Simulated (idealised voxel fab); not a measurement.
The document below concerns the process module designated voxel air gaps.
The cross-section on display is named cut; it measures 275 nm wide, and its cells are 5 nm squares.
Each cross-section below is a grid of square cells, stated as bands in top-down order, with one or more rows of cells making up each band.
First you get the band's top height and its bottom height, in nm, and then the materials it's made of, left to right, with each width in nm. If you see a single material with "full width", that one covers the band edge to edge. "blank" is empty space.
Below 0: as-received wafer, all one material; heights counted from there. Lowest band: no bottom, goes on down, written "0 nm and below".
Think of "30 to 40" as a width that walks from the first number to the second as you go down the band, top row to bottom row, taking equal-sized steps from row to row.
"stayed the same" after a step means that no cell of the cross-section changed.
"Closed void inventory" specifies each empty space that is not open to the top and that occupies no fewer than 8 cells, using the form width x height at distance, the distance measured from the left edge and all three quantities in nm.
Heads up: the bit after the settings on a step's line is the simulator's remark on that step.
overlay nm, on a step with a mask: how far to the right of its planned place the mask lay; to the left if negative

## Here's what the planned process steps look like
1) RECEIVE, material Si
2) CONFORMAL_DEP, material SiO2, thk nm 10
3) CONFORMAL_DEP, material SiN, thk nm 5
4) DIRECTIONAL_DEP, material SiO2, thk nm 35
5) MASKED_ETCH, tone open, mask id LINES, width nm 20, pitch nm 50, etch materials SiO2, depth nm 35, overlay nm 0
6) CONFORMAL_DEP, material TiN, thk nm 5
7) FILL_DEP, material W, thk nm 10
8) CMP, height nm 50
9) EPI, material Ru, thk nm 10
10) SELECTIVE_ETCH, etch materials SiO2, depth nm 45
11) CONFORMAL_DEP, material SiN, thk nm 5

## Received-state cross-section, reflecting completion of step 1
  0 nm and below | Si full width
  Closed void inventory: none

## Starting wafer: above. Plan: above. Run: one mistake. Cross-section after the module: below
  75 nm to 70 nm | 25 blank | 220 SiN | 30 blank
  70 nm to 50 nm | 25 blank | 5 SiN | 210 Ru | 5 SiN | 30 blank
  50 nm to 45 nm | 25 blank | 25 SiN | 5 TiN | 10 W | 5 TiN | 30 SiO2 | 5 TiN | 10 W | 5 TiN | 30 SiO2 | 5 TiN | 10 W | 5 TiN | 30 SiO2 | 5 TiN | 10 W | 5 TiN | 25 SiN | 30 blank
  45 nm to 20 nm | 45 blank | 5 SiN | 5 TiN | 10 W | 5 TiN | 30 SiO2 | 5 TiN | 10 W | 5 TiN | 30 SiO2 | 5 TiN | 10 W | 5 TiN | 30 SiO2 | 5 TiN | 10 W | 5 TiN | 5 SiN | 50 blank
  20 nm to 15 nm | 50 SiN | 20 TiN | 30 SiO2 | 20 TiN | 30 SiO2 | 20 TiN | 30 SiO2 | 20 TiN | 55 SiN
  15 nm to 10 nm | SiN full width
  10 nm to 0 nm | SiO2 full width
  0 nm and below | Si full width
  Closed void inventory: none
Short version of what went wrong: plan step 9 was conducted twice
